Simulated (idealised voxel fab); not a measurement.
process module | voxel trench capacitor
cross-section cut | 295 nm wide | cells 5 nm
A cross-section is a grid of square cells, given in bands from the top down. A band is one or more rows of cells.
Each band's line starts with the height of the band's top and of its bottom, in nm. Then come its materials from left to right, each with its width in nm. One material with "throughout" fills the band from edge to edge. "air" is empty space.
Height 0 is the level under which the wafer as received is all one material. The lowest band goes on downwards, as in "0 down".
A width such as "30 to 40" changes by the same amount from each row of cells to the next, from the band's top row to its bottom row.
"no change" after a step means that no cell of the cross-section changed.
closed voids: empty space of 8 cells or more with no open way to the top, each as width x height at its distance from the left edge, in nm
after a step's settings: what the simulator itself notes on the step
overlay nm, on a step with a mask: how far to the right of its planned place the mask lay; to the left if negative
plan
1 op RECEIVE | material Si
2 op CONFORMAL_DEP | material SiN | thk nm 5
3 op DIRECTIONAL_DEP | material aC | thk nm 10
4 op PATTERN | tone open | mask id TRENCH | material resist | width nm 20 | pitch nm 50 | thk nm 30 | overlay nm 0
5 op DIRECTIONAL_ETCH | etch materials aC | depth nm 10
6 op STRIP | etch materials resist
7 op DIRECTIONAL_ETCH | etch materials SiN | depth nm 5
8 op DIRECTIONAL_ETCH | etch materials Si | depth nm 35
9 op STRIP | etch materials aC
10 op CONFORMAL_DEP | material SiO2 | thk nm 5
11 op FILL_DEP | material polySi | thk nm 10
12 op CMP | height nm 5
as received, after step 1
  0 down: Si throughout
  closed voids: none
a wafer at the end: this start, this plan, one mistake
  20 to 10: polySi throughout
  10 to 5: SiO2 65 | polySi 10 | SiO2 40 | polySi 10 | SiO2 40 | polySi 10 | SiO2 40 | polySi 10 | SiO2 70
  5 to 0: SiN 60 | SiO2 5 | polySi 10 | SiO2 5 | SiN 30 | SiO2 5 | polySi 10 | SiO2 5 | SiN 30 | SiO2 5 | polySi 10 | SiO2 5 | SiN 30 | SiO2 5 | polySi 10 | SiO2 5 | SiN 65
  0 to -30: Si 60 | SiO2 5 | polySi 10 | SiO2 5 | Si 30 | SiO2 5 | polySi 10 | SiO2 5 | Si 30 | SiO2 5 | polySi 10 | SiO2 5 | Si 30 | SiO2 5 | polySi 10 | SiO2 5 | Si 65
  -30 to -35: Si 60 | SiO2 20 | Si 30 | SiO2 20 | Si 30 | SiO2 20 | Si 30 | SiO2 20 | Si 65
  -35 down: Si throughout
  closed voids: none
what went wrong: step 12 was left out
